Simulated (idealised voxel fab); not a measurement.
Presented below is a process module, voxel gate over fins.
The cross-section shown here is cut; it is 175 nm wide and divided into square cells measuring 5 nm on a side.
Cross-section, as written here: a square-cell grid given band by band from the top down, where a band holds one or more rows of cells.
Look at the band entry: it leads with the top's height and the bottom's height in nm. Then it lists the materials left to right, with a width in nm for each. The word "edge to edge" on a single material says that material fills the band edge to edge. The word "empty" is empty space.
Height datum 0, below which the as-received substrate wafer is one material. Lowest band open at the bottom, running downward: "0..down".
When a width is written as two numbers, as in "30 to 40", the first number is the width in the top row of cells of the band and the second is the width in its bottom row, and the width changes by the same amount from each row to the next.
"no modifications" -> step changed no cross-section cell.
Entry "Cavities, sealed" = empty spaces >= 8 cells with no open way to the top; each as width x height at distance, distance from left edge, all nm.
On each step's line, the part that comes after the settings is the simulator's own comment on the step.
"overlay nm", when on a step's line for a step with a mask, measures how far to the right of its planned place the mask lay; a negative measure means to the left.
Planned process steps:
1) RECEIVE, material Si
2) CONFORMAL_DEP, material SiN, thk nm 10
3) MASKED_ETCH, tone cover, mask id FINS, width nm 15, pitch nm 45, etch materials SiN, depth nm 10, overlay nm 0
4) MASKED_ETCH, tone cover, mask id FINS, width nm 15, pitch nm 45, etch materials Si, depth nm 30, overlay nm 0
5) OXIDIZE, depth nm 5
6) FILL_DEP, material SiO2, thk nm 5
7) CMP, height nm 10
8) SELECTIVE_ETCH, etch materials SiO2, depth nm 20
9) STRIP, etch materials SiN
10) CONFORMAL_DEP, material HfO2, thk nm 5
11) CONFORMAL_DEP, material TiN, thk nm 5
12) CONFORMAL_DEP, material TiAl, thk nm 5
13) CONFORMAL_DEP, material TiN, thk nm 5
14) FILL_DEP, material W, thk nm 10
15) CMP, height nm 25
16) CONFORMAL_DEP, material SiCN, thk nm 5
As received (post step 1): cross-section:
0..down: Si edge to edge
Cavities, sealed: none
First of two wafers, end-of-module section, run followed plan:
30..25: SiCN edge to edge
25..20: W edge to edge
20..15: W 20 nm, TiN 135 nm, W 20 nm
15..10: W 20 nm, TiN 5 nm, TiAl 35 nm, TiN 10 nm, TiAl 35 nm, TiN 10 nm, TiAl 35 nm, TiN 5 nm, W 20 nm
10..5: TiN 25 nm, TiAl 5 nm, TiN 25 nm, TiAl 5 nm, TiN 10 nm, TiAl 5 nm, TiN 25 nm, TiAl 5 nm, TiN 10 nm, TiAl 5 nm, TiN 25 nm, TiAl 5 nm, TiN 25 nm
5..0: TiAl 30 nm, TiN 5 nm, HfO2 15 nm, TiN 5 nm, TiAl 20 nm, TiN 5 nm, HfO2 15 nm, TiN 5 nm, TiAl 20 nm, TiN 5 nm, HfO2 15 nm, TiN 5 nm, TiAl 30 nm
0..-5: TiN 35 nm, HfO2 5 nm, Si 5 nm, HfO2 5 nm, TiN 30 nm, HfO2 5 nm, Si 5 nm, HfO2 5 nm, TiN 30 nm, HfO2 5 nm, Si 5 nm, HfO2 5 nm, TiN 35 nm
-5..-10: HfO2 40 nm, Si 5 nm, HfO2 40 nm, Si 5 nm, HfO2 40 nm, Si 5 nm, HfO2 40 nm
-10..-35: SiO2 40 nm, Si 5 nm, SiO2 40 nm, Si 5 nm, SiO2 40 nm, Si 5 nm, SiO2 40 nm
-35..down: Si edge to edge
Cavities, sealed: none
End of module, second wafer, cross-section. Started like the first, planned like the first, run with one mistake:
30..25: SiCN edge to edge
25..20: W edge to edge
20..15: TiN edge to edge
15..10: TiAl edge to edge
10..5: TiN 40 nm, TiAl 5 nm, TiN 40 nm, TiAl 5 nm, TiN 40 nm, TiAl 5 nm, TiN 40 nm
5..0: HfO2 35 nm, TiN 15 nm, HfO2 30 nm, TiN 15 nm, HfO2 30 nm, TiN 15 nm, HfO2 35 nm
0..-5: Si 30 nm, HfO2 25 nm, Si 20 nm, HfO2 25 nm, Si 20 nm, HfO2 25 nm, Si 30 nm
-5..down: Si edge to edge
Cavities, sealed: none
Nonconformance to the process plan: not per plan at step 3, really ran MASKED_ETCH, tone open, mask id FINS, width nm 15, pitch nm 45, etch materials SiN, depth nm 10, overlay nm 0
The second wafer ends with more or fewer cells of some materials than the first, per final count: 6 fewer of HfO2, 209 more of Si, 160 fewer of SiO2, 9 fewer of TiAl, 18 fewer of TiN, 16 fewer of W
